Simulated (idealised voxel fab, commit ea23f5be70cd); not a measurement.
Proc. module: voxel self aligned contacts
The cross-section on display is named cut; it measures 220 nm wide, and its cells are 5 nm squares.
Cross-section spec: square-cell grid; bands listed top down; each band is one or more rows. First you get the band's top height and its bottom height, in nm, and then the materials it's made of, left to right, with each width in nm. If you see a single material with "all across", that one covers the band edge to edge. "air" is empty space. For the purposes of this specification, 0 denotes the height below which the wafer in its as-received condition is composed wholly of one material, and the lowermost band, lacking a lower limit, extends downward without end, as expressed in "0 -> down". A two-number width, for instance "30->40", indicates that the width is equal to the first number in the top row of the band and to the second number in the bottom row, and that it changes by a constant amount per row of cells. No cell of the cross-section changed in a step that is given as "same as before". In the "Closed void inventory" entry, you get each enclosed empty space of 8 cells or more, one with no open way to the top, written width x height at distance, distance from the left edge, in nm. Text after the settings on a step's line: the simulator's own remark on that step. overlay nm: how far to the right of its planned place the mask lay on this masked step (negative: to the left).
**The following list gives the planned process steps**
- 1: op RECEIVE | material Si
- 2: op OXIDIZE | depth nm 5
- 3: op DIRECTIONAL_DEP | material polySi | thk nm 20
- 4: op DIRECTIONAL_DEP | material SiN | thk nm 15
- 5: op PATTERN | tone cover | mask id GATE | material resist | width nm 25 | pitch nm 50 | thk nm 15 | overlay nm 0
- 6: op DIRECTIONAL_ETCH | etch materials SiN | depth nm 15
- 7: op DIRECTIONAL_ETCH | etch materials polySi | depth nm 20
- 8: op STRIP | etch materials resist
- 9: op CONFORMAL_DEP | material SiN | thk nm 5
- 10: op DIRECTIONAL_ETCH | etch materials SiN | depth nm 5
- 11: op FILL_DEP | material SiO2 | thk nm 10
- 12: op CMP | height nm 40
- 13: op PATTERN | tone open | mask id CONTACT | material resist | width nm 35 | pitch nm 50 | thk nm 15 | overlay nm 0
- 14: op DIRECTIONAL_ETCH | etch materials SiO2 | depth nm 45
- 15: op STRIP | etch materials resist
- 16: op CONFORMAL_DEP | material TiN | thk nm 5
- 17: op FILL_DEP | material Ru | thk nm 10
- 18: op CMP | height nm 40
- 19: op CONFORMAL_DEP | material SiCN | thk nm 5
**Shown in cross-section is the wafer as received, that is, as it stands after step 1**
  0 -> down = Si all across
  Closed void inventory: none
**Below is the wafer in cross-section after the module was completed. It began from the starting point shown above and followed the plan shown above, except that one mistake was made while running it**
  45 -> 40 = SiCN all across
  40 -> 35 = SiO2 65  TiN 15  Ru 5  TiN 15  SiO2 15  TiN 15  Ru 5  TiN 15  SiO2 70
  35 -> 20 = SiO2 40  SiN 35  TiN 5  Ru 5  TiN 5  SiN 35  TiN 5  Ru 5  TiN 5  SiN 35  SiO2 45
  20 -> 10 = SiO2 40  SiN 5  polySi 25  SiN 5  TiN 5  Ru 5  TiN 5  SiN 5  polySi 25  SiN 5  TiN 5  Ru 5  TiN 5  SiN 5  polySi 25  SiN 5  SiO2 45
  10 -> 5 = SiO2 40  SiN 5  polySi 25  SiN 5  TiN 15  SiN 5  polySi 25  SiN 5  TiN 15  SiN 5  polySi 25  SiN 5  SiO2 45
  5 -> 0 = SiN 45  polySi 25  SiN 25  polySi 25  SiN 25  polySi 25  SiN 50
  0 -> -5 = SiO2 all across
  -5 -> down = Si all across
  Closed void inventory: none
Diagnosis: mixed up steps 9 and 10 - ran each in the other's place
